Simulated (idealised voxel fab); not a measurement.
Proc. module: voxel ribs on slabs
The figure presents cross-section cut, which has a width of 280 nm and is divided into square cells with an edge length of 5 nm.
Heads up, the way a cross-section reads in here is a grid of square cells, handed over as bands from the top down, with every band being one or more rows of cells.
This entry defines a band. It first specifies the height of the band's top and the height of its bottom in nm, and then specifies the band's materials from left to right, stating each material with its width in nm. The word "full width" identifies a single material that fills the band from edge to edge, while the word "empty" identifies empty space.
It should be noted that heights are counted from 0, beneath which the wafer as supplied is of one material throughout, and that the lowest band possesses no lower boundary but continues downward, as written in "top 0, no bottom".
Width "30 to 40": first value at the band's top row of cells, second value at its bottom row, equal change from row to row.
It should be understood that the words "nothing altered", when stated for a given step, signify that the cross-section underwent no change in any of its cells during that step.
You'll see "Listed closed voids" listing empty spaces that have no way open to the top, as long as they're 8 cells or more; the notation is width x height at distance, where the distance is from the left edge, and all of it is in nm.
Heads up: the bit after the settings on a step's line is the simulator's remark on that step.
What "overlay nm" on a step's line means: if the step has a mask, that mask lay this far to the right of its planned place, or, when the value is negative, to the left.
PROCESS STEPS - PLAN
1. RECEIVE (material Si)
2. DIRECTIONAL_DEP (material SiO2; thk nm 30)
3. DIRECTIONAL_DEP (material polySi; thk nm 20)
4. DIRECTIONAL_DEP (material aC; thk nm 15)
5. PATTERN (tone cover; mask id RIB; material resist; width nm 30; thk nm 30; overlay nm 0)
6. DIRECTIONAL_ETCH (etch materials aC; depth nm 15)
7. STRIP (etch materials resist)
8. DIRECTIONAL_ETCH (etch materials polySi; depth nm 15)
9. STRIP (etch materials aC)
10. DIRECTIONAL_DEP (material aC; thk nm 15)
11. PATTERN (tone cover; mask id SLAB; material resist; width nm 70; thk nm 30; overlay nm 0)
12. DIRECTIONAL_ETCH (etch materials aC; depth nm 15)
13. STRIP (etch materials resist)
14. DIRECTIONAL_ETCH (etch materials polySi; depth nm 5)
15. STRIP (etch materials aC)
16. FILL_DEP (material SiO2; thk nm 30)
17. CMP (height nm 70)
18. DIRECTIONAL_DEP (material TiN; thk nm 10)
19. DIRECTIONAL_DEP (material aC; thk nm 15)
20. PATTERN (tone cover; mask id HEATER; material resist; width nm 40; thk nm 35; overlay nm 0)
21. DIRECTIONAL_ETCH (etch materials aC; depth nm 15)
22. STRIP (etch materials resist)
23. DIRECTIONAL_ETCH (etch materials TiN; depth nm 10)
24. STRIP (etch materials aC)
25. CONFORMAL_DEP (material SiO2; thk nm 5)
AS RECEIVED, AFTER STEP 1
* top 0, no bottom  Si full width
* Listed closed voids: none
WAFER CROSS-SECTION AT MODULE END: FIRST OF TWO, RUN TO PLAN
* top 85, bottom 80  empty 115; SiO2 50; empty 115
* top 80, bottom 75  empty 115; SiO2 5; TiN 40; SiO2 5; empty 115
* top 75, bottom 70  SiO2 120; TiN 40; SiO2 120
* top 70, bottom 50  SiO2 full width
* top 50, bottom 35  SiO2 125; polySi 30; SiO2 125
* top 35, bottom 30  SiO2 105; polySi 70; SiO2 105
* top 30, bottom 0  SiO2 full width
* top 0, no bottom  Si full width
* Listed closed voids: none
WAFER TWO, SECTIONED AFTER THE MODULE: THE FIRST WAFER'S START, THE FIRST WAFER'S PLAN, AND ONE MISTAKE IN HOW IT WAS RUN
* top 85, bottom 80  empty 115; SiO2 50; empty 115
* top 80, bottom 75  empty 115; SiO2 5; TiN 40; SiO2 5; empty 115
* top 75, bottom 70  SiO2 120; TiN 40; SiO2 120
* top 70, bottom 20  SiO2 full width
* top 20, bottom 0  polySi full width
* top 0, no bottom  Si full width
* Listed closed voids: none
Heads up, the wafer didn't run the way we planned it: step 2 ran in the slot meant for step 3, and vice versa
Final difference in cells, second wafer against first, listed per material as more or fewer: SiO2: 192 fewer, polySi: 192 more
